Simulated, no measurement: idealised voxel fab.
The name of this process module is voxel wiring stack.
In the cross-section labelled cut, the width is 210 nm and each square cell is 5 nm.
Just so we're on the same page, the cross-sections are grids of square cells, and they're listed out in bands top to bottom, each band one or more rows deep.
Read a band's entry like this: the first values are the height of its top and the height of its bottom in nm, and what follows is the sequence of materials from left to right, each with its width in nm. Note that "air" is empty space, and that a single material marked "everywhere" reaches across the band from edge to edge.
Heads up on the height convention: 0 is the point under which the incoming wafer is all one material, and the lowest band has no bottom, it just keeps going down, like "0 nm and below".
Read "30..40" as a graded width: first number on top, second number at the bottom, same change between each pair of neighbouring rows.
Where the words "left unchanged" appear for a step, the cross-section shows no cell changed by that step; every cell remained as before.
Empty spaces counting at least 8 cells and having no open way to the top are listed in "Catalogued sealed voids". The notation width x height at distance is used for each, the distance being from the left edge and all three values in nm.
Heads up: the bit after the settings on a step's line is the simulator's remark on that step.
If you see "overlay nm" on a step's line and that step has a mask, it's telling you how far right of where it was planned the mask ended up; a negative number means it went left instead.
# Process steps (planned)
1) RECEIVE with material Si
2) CONFORMAL_DEP with material SiO2, thk nm 10
3) DIRECTIONAL_DEP with material TiN, thk nm 5
4) DIRECTIONAL_DEP with material Ru, thk nm 25
5) DIRECTIONAL_DEP with material aC, thk nm 10
6) PATTERN with tone cover, mask id METAL_1, material resist, width nm 25, pitch nm 40, thk nm 25, overlay nm 0
7) DIRECTIONAL_ETCH with etch materials aC, depth nm 10
8) STRIP with etch materials resist
9) DIRECTIONAL_ETCH with etch materials Ru, depth nm 25
10) DIRECTIONAL_ETCH with etch materials TiN, depth nm 5
11) STRIP with etch materials aC
12) FILL_DEP with material SiO2, thk nm 5
13) CMP with height nm 40
14) CONFORMAL_DEP with material SiCN, thk nm 5
15) DIRECTIONAL_DEP with material SiO2, thk nm 15
16) MASKED_ETCH with tone open, mask id PLUG_1, width nm 15, pitch nm 40, etch materials SiO2, depth nm 15, overlay nm 0
17) MASKED_ETCH with tone open, mask id PLUG_1, width nm 15, pitch nm 40, etch materials SiCN, depth nm 5, overlay nm 0
18) CONFORMAL_DEP with material TiN, thk nm 5
19) FILL_DEP with material Ru, thk nm 10
20) CMP with height nm 60
21) CONFORMAL_DEP with material SiN, thk nm 5
22) DIRECTIONAL_DEP with material lowk, thk nm 15
23) DIRECTIONAL_DEP with material aC, thk nm 10
24) PATTERN with tone open, mask id METAL_2, material resist, width nm 25, pitch nm 40, thk nm 30, overlay nm 0
25) DIRECTIONAL_ETCH with etch materials aC, depth nm 10
26) STRIP with etch materials resist
27) DIRECTIONAL_ETCH with etch materials lowk, depth nm 15
28) DIRECTIONAL_ETCH with etch materials SiN, depth nm 5
29) STRIP with etch materials aC
30) CONFORMAL_DEP with material TiN, thk nm 5
31) FILL_DEP with material Cu, thk nm 5
32) CMP with height nm 80
33) CONFORMAL_DEP with material SiCN, thk nm 5
34) DIRECTIONAL_DEP with material SiO2, thk nm 30
35) MASKED_ETCH with tone open, mask id METAL_3_HOLES, width nm 15, pitch nm 80, etch materials SiO2, depth nm 30, overlay nm 0
36) DIRECTIONAL_DEP with material aC, thk nm 15
37) PATTERN with tone open, mask id METAL_3, material resist, width nm 25, pitch nm 40, thk nm 30, overlay nm 0
38) DIRECTIONAL_ETCH with etch materials aC, depth nm 15
39) STRIP with etch materials resist
40) DIRECTIONAL_ETCH with etch materials SiO2, depth nm 20
41) DIRECTIONAL_ETCH with etch materials SiCN, depth nm 5
42) STRIP with etch materials aC
43) CONFORMAL_DEP with material TiN, thk nm 5
44) FILL_DEP with material Cu, thk nm 10
45) CMP with height nm 115
46) CONFORMAL_DEP with material SiN, thk nm 5
# Concerning the first of two wafers, which was run in accordance with the plan
# as received, after step 1
	0 nm and below | Si everywhere
	Catalogued sealed voids: none
# Cross-section: wafer state after step 2
	10 nm to 0 nm | SiO2 everywhere
	Everything below 0 is unchanged.
# Cross-section: wafer state after step 3
	15 nm to 10 nm | TiN everywhere
	Everything below 10 is unchanged.
# Cross-section: wafer state after step 4
	40 nm to 15 nm | Ru everywhere
	Everything below 15 is unchanged.
# Cross-section: wafer state after step 5
	50 nm to 40 nm | aC everywhere
	Everything below 40 is unchanged.
# Cross-section: wafer state after step 6
	75 nm to 50 nm | air 30 nm; resist 25 nm; air 15 nm; resist 25 nm; air 15 nm; resist 25 nm; air 15 nm; resist 25 nm; air 35 nm
	Everything below 50 is unchanged.
# Cross-section: wafer state after step 7
	65 nm to 50 nm | air 30 nm; resist 25 nm; air 15 nm; resist 25 nm; air 15 nm; resist 25 nm; air 15 nm; resist 25 nm; air 35 nm
	50 nm to 40 nm | air 30 nm; aC 25 nm; air 15 nm; aC 25 nm; air 15 nm; aC 25 nm; air 15 nm; aC 25 nm; air 35 nm
	Everything below 40 is unchanged.
# Cross-section: wafer state after step 8
	50 nm to 40 nm | air 30 nm; aC 25 nm; air 15 nm; aC 25 nm; air 15 nm; aC 25 nm; air 15 nm; aC 25 nm; air 35 nm
	Everything below 40 is unchanged.
# Cross-section: wafer state after step 9
	50 nm to 40 nm | air 30 nm; aC 25 nm; air 15 nm; aC 25 nm; air 15 nm; aC 25 nm; air 15 nm; aC 25 nm; air 35 nm
	40 nm to 15 nm | air 30 nm; Ru 25 nm; air 15 nm; Ru 25 nm; air 15 nm; Ru 25 nm; air 15 nm; Ru 25 nm; air 35 nm
	Everything below 15 is unchanged.
# Cross-section: wafer state after step 10
	50 nm to 40 nm | air 30 nm; aC 25 nm; air 15 nm; aC 25 nm; air 15 nm; aC 25 nm; air 15 nm; aC 25 nm; air 35 nm
	40 nm to 15 nm | air 30 nm; Ru 25 nm; air 15 nm; Ru 25 nm; air 15 nm; Ru 25 nm; air 15 nm; Ru 25 nm; air 35 nm
	15 nm to 10 nm | air 30 nm; TiN 25 nm; air 15 nm; TiN 25 nm; air 15 nm; TiN 25 nm; air 15 nm; TiN 25 nm; air 35 nm
	Everything below 10 is unchanged.
# Cross-section: wafer state after step 11
	40 nm to 15 nm | air 30 nm; Ru 25 nm; air 15 nm; Ru 25 nm; air 15 nm; Ru 25 nm; air 15 nm; Ru 25 nm; air 35 nm
	Everything below 15 is unchanged.
# Cross-section: wafer state after step 12
	45 nm to 40 nm | SiO2 everywhere
	40 nm to 15 nm | SiO2 30 nm; Ru 25 nm; SiO2 15 nm; Ru 25 nm; SiO2 15 nm; Ru 25 nm; SiO2 15 nm; Ru 25 nm; SiO2 35 nm
	15 nm to 10 nm | SiO2 30 nm; TiN 25 nm; SiO2 15 nm; TiN 25 nm; SiO2 15 nm; TiN 25 nm; SiO2 15 nm; TiN 25 nm; SiO2 35 nm
	Everything below 10 is unchanged.
# Cross-section: wafer state after step 13
	40 nm to 15 nm | SiO2 30 nm; Ru 25 nm; SiO2 15 nm; Ru 25 nm; SiO2 15 nm; Ru 25 nm; SiO2 15 nm; Ru 25 nm; SiO2 35 nm
	Everything below 15 is unchanged.
# Cross-section: wafer state after step 14
	45 nm to 40 nm | SiCN everywhere
	Everything below 40 is unchanged.
# Cross-section: wafer state after step 15
	60 nm to 45 nm | SiO2 everywhere
	Everything below 45 is unchanged.
# Cross-section: wafer state after step 16
	60 nm to 45 nm | SiO2 30 nm; air 15 nm; SiO2 25 nm; air 15 nm; SiO2 25 nm; air 15 nm; SiO2 25 nm; air 15 nm; SiO2 45 nm
	Everything below 45 is unchanged.
# Cross-section: wafer state after step 17
	60 nm to 45 nm | SiO2 30 nm; air 15 nm; SiO2 25 nm; air 15 nm; SiO2 25 nm; air 15 nm; SiO2 25 nm; air 15 nm; SiO2 45 nm
	45 nm to 40 nm | SiCN 30 nm; air 15 nm; SiCN 25 nm; air 15 nm; SiCN 25 nm; air 15 nm; SiCN 25 nm; air 15 nm; SiCN 45 nm
	Everything below 40 is unchanged.
# Cross-section: wafer state after step 18
	65 nm to 60 nm | TiN 35 nm; air 5 nm; TiN 35 nm; air 5 nm; TiN 35 nm; air 5 nm; TiN 35 nm; air 5 nm; TiN 50 nm
	60 nm to 45 nm | SiO2 30 nm; TiN 5 nm; air 5 nm; TiN 5 nm; SiO2 25 nm; TiN 5 nm; air 5 nm; TiN 5 nm; SiO2 25 nm; TiN 5 nm; air 5 nm; TiN 5 nm; SiO2 25 nm; TiN 5 nm; air 5 nm; TiN 5 nm; SiO2 45 nm
	45 nm to 40 nm | SiCN 30 nm; TiN 15 nm; SiCN 25 nm; TiN 15 nm; SiCN 25 nm; TiN 15 nm; SiCN 25 nm; TiN 15 nm; SiCN 45 nm
	Everything below 40 is unchanged.
# Cross-section: wafer state after step 19
	75 nm to 65 nm | Ru everywhere
	65 nm to 60 nm | TiN 35 nm; Ru 5 nm; TiN 35 nm; Ru 5 nm; TiN 35 nm; Ru 5 nm; TiN 35 nm; Ru 5 nm; TiN 50 nm
	60 nm to 45 nm | SiO2 30 nm; TiN 5 nm; Ru 5 nm; TiN 5 nm; SiO2 25 nm; TiN 5 nm; Ru 5 nm; TiN 5 nm; SiO2 25 nm; TiN 5 nm; Ru 5 nm; TiN 5 nm; SiO2 25 nm; TiN 5 nm; Ru 5 nm; TiN 5 nm; SiO2 45 nm
	Everything below 45 is unchanged.
# Cross-section: wafer state after step 20
	60 nm to 45 nm | SiO2 30 nm; TiN 5 nm; Ru 5 nm; TiN 5 nm; SiO2 25 nm; TiN 5 nm; Ru 5 nm; TiN 5 nm; SiO2 25 nm; TiN 5 nm; Ru 5 nm; TiN 5 nm; SiO2 25 nm; TiN 5 nm; Ru 5 nm; TiN 5 nm; SiO2 45 nm
	Everything below 45 is unchanged.
# Cross-section: wafer state after step 21
	65 nm to 60 nm | SiN everywhere
	Everything below 60 is unchanged.
# Cross-section: wafer state after step 22
	80 nm to 65 nm | lowk everywhere
	Everything below 65 is unchanged.
# Cross-section: wafer state after step 23
	90 nm to 80 nm | aC everywhere
	Everything below 80 is unchanged.
# Cross-section: wafer state after step 24
	120 nm to 90 nm | resist 30 nm; air 25 nm; resist 15 nm; air 25 nm; resist 15 nm; air 25 nm; resist 15 nm; air 25 nm; resist 35 nm
	Everything below 90 is unchanged.
# Cross-section: wafer state after step 25
	110 nm to 90 nm | resist 30 nm; air 25 nm; resist 15 nm; air 25 nm; resist 15 nm; air 25 nm; resist 15 nm; air 25 nm; resist 35 nm
	90 nm to 80 nm | aC 30 nm; air 25 nm; aC 15 nm; air 25 nm; aC 15 nm; air 25 nm; aC 15 nm; air 25 nm; aC 35 nm
	Everything below 80 is unchanged.
# Cross-section: wafer state after step 26
	90 nm to 80 nm | aC 30 nm; air 25 nm; aC 15 nm; air 25 nm; aC 15 nm; air 25 nm; aC 15 nm; air 25 nm; aC 35 nm
	Everything below 80 is unchanged.
# Cross-section: wafer state after step 27
	90 nm to 80 nm | aC 30 nm; air 25 nm; aC 15 nm; air 25 nm; aC 15 nm; air 25 nm; aC 15 nm; air 25 nm; aC 35 nm
	80 nm to 65 nm | lowk 30 nm; air 25 nm; lowk 15 nm; air 25 nm; lowk 15 nm; air 25 nm; lowk 15 nm; air 25 nm; lowk 35 nm
	Everything below 65 is unchanged.
# Cross-section: wafer state after step 28
	90 nm to 80 nm | aC 30 nm; air 25 nm; aC 15 nm; air 25 nm; aC 15 nm; air 25 nm; aC 15 nm; air 25 nm; aC 35 nm
	80 nm to 65 nm | lowk 30 nm; air 25 nm; lowk 15 nm; air 25 nm; lowk 15 nm; air 25 nm; lowk 15 nm; air 25 nm; lowk 35 nm
	65 nm to 60 nm | SiN 30 nm; air 25 nm; SiN 15 nm; air 25 nm; SiN 15 nm; air 25 nm; SiN 15 nm; air 25 nm; SiN 35 nm
	Everything below 60 is unchanged.
# Cross-section: wafer state after step 29
	80 nm to 65 nm | lowk 30 nm; air 25 nm; lowk 15 nm; air 25 nm; lowk 15 nm; air 25 nm; lowk 15 nm; air 25 nm; lowk 35 nm
	Everything below 65 is unchanged.
# Cross-section: wafer state after step 30
	85 nm to 80 nm | TiN 35 nm; air 15 nm; TiN 25 nm; air 15 nm; TiN 25 nm; air 15 nm; TiN 25 nm; air 15 nm; TiN 40 nm
	80 nm to 65 nm | lowk 30 nm; TiN 5 nm; air 15 nm; TiN 5 nm; lowk 15 nm; TiN 5 nm; air 15 nm; TiN 5 nm; lowk 15 nm; TiN 5 nm; air 15 nm; TiN 5 nm; lowk 15 nm; TiN 5 nm; air 15 nm; TiN 5 nm; lowk 35 nm
	65 nm to 60 nm | SiN 30 nm; TiN 25 nm; SiN 15 nm; TiN 25 nm; SiN 15 nm; TiN 25 nm; SiN 15 nm; TiN 25 nm; SiN 35 nm
	Everything below 60 is unchanged.
# Cross-section: wafer state after step 31
	90 nm to 85 nm | Cu everywhere
	85 nm to 80 nm | TiN 35 nm; Cu 15 nm; TiN 25 nm; Cu 15 nm; TiN 25 nm; Cu 15 nm; TiN 25 nm; Cu 15 nm; TiN 40 nm
	80 nm to 65 nm | lowk 30 nm; TiN 5 nm; Cu 15 nm; TiN 5 nm; lowk 15 nm; TiN 5 nm; Cu 15 nm; TiN 5 nm; lowk 15 nm; TiN 5 nm; Cu 15 nm; TiN 5 nm; lowk 15 nm; TiN 5 nm; Cu 15 nm; TiN 5 nm; lowk 35 nm
	Everything below 65 is unchanged.
# Cross-section: wafer state after step 32
	80 nm to 65 nm | lowk 30 nm; TiN 5 nm; Cu 15 nm; TiN 5 nm; lowk 15 nm; TiN 5 nm; Cu 15 nm; TiN 5 nm; lowk 15 nm; TiN 5 nm; Cu 15 nm; TiN 5 nm; lowk 15 nm; TiN 5 nm; Cu 15 nm; TiN 5 nm; lowk 35 nm
	Everything below 65 is unchanged.
# Cross-section: wafer state after step 33
	85 nm to 80 nm | SiCN everywhere
	Everything below 80 is unchanged.
# Cross-section: wafer state after step 34
	115 nm to 85 nm | SiO2 everywhere
	Everything below 85 is unchanged.
# Cross-section: wafer state after step 35
	115 nm to 85 nm | SiO2 30 nm; air 15 nm; SiO2 65 nm; air 15 nm; SiO2 85 nm
	Everything below 85 is unchanged.
# Cross-section: wafer state after step 36
	130 nm to 115 nm | aC 30 nm; air 15 nm; aC 65 nm; air 15 nm; aC 85 nm
	115 nm to 100 nm | SiO2 30 nm; air 15 nm; SiO2 65 nm; air 15 nm; SiO2 85 nm
	100 nm to 85 nm | SiO2 30 nm; aC 15 nm; SiO2 65 nm; aC 15 nm; SiO2 85 nm
	Everything below 85 is unchanged.
# Cross-section: wafer state after step 37
	160 nm to 130 nm | resist 30 nm; air 25 nm; resist 15 nm; air 25 nm; resist 15 nm; air 25 nm; resist 15 nm; air 25 nm; resist 35 nm
	Everything below 130 is unchanged.
# Cross-section: wafer state after step 38
	145 nm to 130 nm | resist 30 nm; air 25 nm; resist 15 nm; air 25 nm; resist 15 nm; air 25 nm; resist 15 nm; air 25 nm; resist 35 nm
	130 nm to 115 nm | aC 30 nm; air 25 nm; aC 15 nm; air 25 nm; aC 15 nm; air 25 nm; aC 15 nm; air 25 nm; aC 35 nm
	115 nm to 85 nm | SiO2 30 nm; air 15 nm; SiO2 65 nm; air 15 nm; SiO2 85 nm
	Everything below 85 is unchanged.
# Cross-section: wafer state after step 39
	130 nm to 115 nm | aC 30 nm; air 25 nm; aC 15 nm; air 25 nm; aC 15 nm; air 25 nm; aC 15 nm; air 25 nm; aC 35 nm
	Everything below 115 is unchanged.
# Cross-section: wafer state after step 40
	130 nm to 115 nm | aC 30 nm; air 25 nm; aC 15 nm; air 25 nm; aC 15 nm; air 25 nm; aC 15 nm; air 25 nm; aC 35 nm
	115 nm to 95 nm | SiO2 30 nm; air 25 nm; SiO2 15 nm; air 25 nm; SiO2 15 nm; air 25 nm; SiO2 15 nm; air 25 nm; SiO2 35 nm
	Everything below 95 is unchanged.
# Cross-section: wafer state after step 41
	130 nm to 115 nm | aC 30 nm; air 25 nm; aC 15 nm; air 25 nm; aC 15 nm; air 25 nm; aC 15 nm; air 25 nm; aC 35 nm
	115 nm to 95 nm | SiO2 30 nm; air 25 nm; SiO2 15 nm; air 25 nm; SiO2 15 nm; air 25 nm; SiO2 15 nm; air 25 nm; SiO2 35 nm
	95 nm to 85 nm | SiO2 30 nm; air 15 nm; SiO2 65 nm; air 15 nm; SiO2 85 nm
	85 nm to 80 nm | SiCN 30 nm; air 15 nm; SiCN 65 nm; air 15 nm; SiCN 85 nm
	Everything below 80 is unchanged.
# Cross-section: wafer state after step 42
	115 nm to 95 nm | SiO2 30 nm; air 25 nm; SiO2 15 nm; air 25 nm; SiO2 15 nm; air 25 nm; SiO2 15 nm; air 25 nm; SiO2 35 nm
	Everything below 95 is unchanged.
# Cross-section: wafer state after step 43
	120 nm to 115 nm | TiN 35 nm; air 15 nm; TiN 25 nm; air 15 nm; TiN 25 nm; air 15 nm; TiN 25 nm; air 15 nm; TiN 40 nm
	115 nm to 100 nm | SiO2 30 nm; TiN 5 nm; air 15 nm; TiN 5 nm; SiO2 15 nm; TiN 5 nm; air 15 nm; TiN 5 nm; SiO2 15 nm; TiN 5 nm; air 15 nm; TiN 5 nm; SiO2 15 nm; TiN 5 nm; air 15 nm; TiN 5 nm; SiO2 35 nm
	100 nm to 95 nm | SiO2 30 nm; TiN 5 nm; air 5 nm; TiN 15 nm; SiO2 15 nm; TiN 25 nm; SiO2 15 nm; TiN 5 nm; air 5 nm; TiN 15 nm; SiO2 15 nm; TiN 25 nm; SiO2 35 nm
	95 nm to 85 nm | SiO2 30 nm; TiN 5 nm; air 5 nm; TiN 5 nm; SiO2 65 nm; TiN 5 nm; air 5 nm; TiN 5 nm; SiO2 85 nm
	85 nm to 80 nm | SiCN 30 nm; TiN 15 nm; SiCN 65 nm; TiN 15 nm; SiCN 85 nm
	Everything below 80 is unchanged.
# Cross-section: wafer state after step 44
	130 nm to 120 nm | Cu everywhere
	120 nm to 115 nm | TiN 35 nm; Cu 15 nm; TiN 25 nm; Cu 15 nm; TiN 25 nm; Cu 15 nm; TiN 25 nm; Cu 15 nm; TiN 40 nm
	115 nm to 100 nm | SiO2 30 nm; TiN 5 nm; Cu 15 nm; TiN 5 nm; SiO2 15 nm; TiN 5 nm; Cu 15 nm; TiN 5 nm; SiO2 15 nm; TiN 5 nm; Cu 15 nm; TiN 5 nm; SiO2 15 nm; TiN 5 nm; Cu 15 nm; TiN 5 nm; SiO2 35 nm
	100 nm to 95 nm | SiO2 30 nm; TiN 5 nm; Cu 5 nm; TiN 15 nm; SiO2 15 nm; TiN 25 nm; SiO2 15 nm; TiN 5 nm; Cu 5 nm; TiN 15 nm; SiO2 15 nm; TiN 25 nm; SiO2 35 nm
	95 nm to 85 nm | SiO2 30 nm; TiN 5 nm; Cu 5 nm; TiN 5 nm; SiO2 65 nm; TiN 5 nm; Cu 5 nm; TiN 5 nm; SiO2 85 nm
	Everything below 85 is unchanged.
# Cross-section: wafer state after step 45
	115 nm to 100 nm | SiO2 30 nm; TiN 5 nm; Cu 15 nm; TiN 5 nm; SiO2 15 nm; TiN 5 nm; Cu 15 nm; TiN 5 nm; SiO2 15 nm; TiN 5 nm; Cu 15 nm; TiN 5 nm; SiO2 15 nm; TiN 5 nm; Cu 15 nm; TiN 5 nm; SiO2 35 nm
	Everything below 100 is unchanged.
# Cross-section: wafer state after step 46
	120 nm to 115 nm | SiN everywhere
	Everything below 115 is unchanged.
# Regarding the second of the two wafers: it shared the first wafer's starting condition and process plan, yet one error occurred during its execution. Its history coincides with that of the first wafer up to and including step 32
# The second wafer cut through, at the time step 33 was supposed to be finished
	110 nm to 80 nm | SiO2 everywhere
	Everything below 80 is unchanged.
# The second wafer cut through, at the time step 34 was supposed to be finished
	115 nm to 110 nm | SiCN everywhere
	Everything below 110 is unchanged.
The second wafer cut through, at the time step 35 was supposed to be finished: left unchanged
# The second wafer cut through, at the time step 36 was supposed to be finished
	130 nm to 115 nm | aC everywhere
	Everything below 115 is unchanged.
# The second wafer cut through, at the time step 37 was supposed to be finished
	160 nm to 130 nm | resist 30 nm; air 25 nm; resist 15 nm; air 25 nm; resist 15 nm; air 25 nm; resist 15 nm; air 25 nm; resist 35 nm
	Everything below 130 is unchanged.
# The second wafer cut through, at the time step 38 was supposed to be finished
	145 nm to 130 nm | resist 30 nm; air 25 nm; resist 15 nm; air 25 nm; resist 15 nm; air 25 nm; resist 15 nm; air 25 nm; resist 35 nm
	130 nm to 115 nm | aC 30 nm; air 25 nm; aC 15 nm; air 25 nm; aC 15 nm; air 25 nm; aC 15 nm; air 25 nm; aC 35 nm
	Everything below 115 is unchanged.
# The second wafer cut through, at the time step 39 was supposed to be finished
	130 nm to 115 nm | aC 30 nm; air 25 nm; aC 15 nm; air 25 nm; aC 15 nm; air 25 nm; aC 15 nm; air 25 nm; aC 35 nm
	Everything below 115 is unchanged.
The second wafer cut through, at the time step 40 was supposed to be finished: left unchanged
# The second wafer cut through, at the time step 41 was supposed to be finished
	130 nm to 115 nm | aC 30 nm; air 25 nm; aC 15 nm; air 25 nm; aC 15 nm; air 25 nm; aC 15 nm; air 25 nm; aC 35 nm
	115 nm to 110 nm | SiCN 30 nm; air 25 nm; SiCN 15 nm; air 25 nm; SiCN 15 nm; air 25 nm; SiCN 15 nm; air 25 nm; SiCN 35 nm
	Everything below 110 is unchanged.
# The second wafer cut through, at the time step 42 was supposed to be finished
	115 nm to 110 nm | SiCN 30 nm; air 25 nm; SiCN 15 nm; air 25 nm; SiCN 15 nm; air 25 nm; SiCN 15 nm; air 25 nm; SiCN 35 nm
	Everything below 110 is unchanged.
# The second wafer cut through, at the time step 43 was supposed to be finished
	120 nm to 115 nm | TiN 35 nm; air 15 nm; TiN 25 nm; air 15 nm; TiN 25 nm; air 15 nm; TiN 25 nm; air 15 nm; TiN 40 nm
	115 nm to 110 nm | SiCN 30 nm; TiN 25 nm; SiCN 15 nm; TiN 25 nm; SiCN 15 nm; TiN 25 nm; SiCN 15 nm; TiN 25 nm; SiCN 35 nm
	Everything below 110 is unchanged.
# The second wafer cut through, at the time step 44 was supposed to be finished
	130 nm to 120 nm | Cu everywhere
	120 nm to 115 nm | TiN 35 nm; Cu 15 nm; TiN 25 nm; Cu 15 nm; TiN 25 nm; Cu 15 nm; TiN 25 nm; Cu 15 nm; TiN 40 nm
	Everything below 115 is unchanged.
# The second wafer cut through, at the time step 45 was supposed to be finished
	115 nm to 110 nm | SiCN 30 nm; TiN 25 nm; SiCN 15 nm; TiN 25 nm; SiCN 15 nm; TiN 25 nm; SiCN 15 nm; TiN 25 nm; SiCN 35 nm
	Everything below 110 is unchanged.
# The second wafer cut through, at the time step 46 was supposed to be finished
	120 nm to 115 nm | SiN everywhere
	Everything below 115 is unchanged.
Which mistake was made when the wafer was run? swap of plan steps 33 and 34 during execution
Wafer comparison, final, in cells, second relative to first, materials more or fewer: -42 Cu | -14 SiCN | +92 SiO2 | -36 TiN
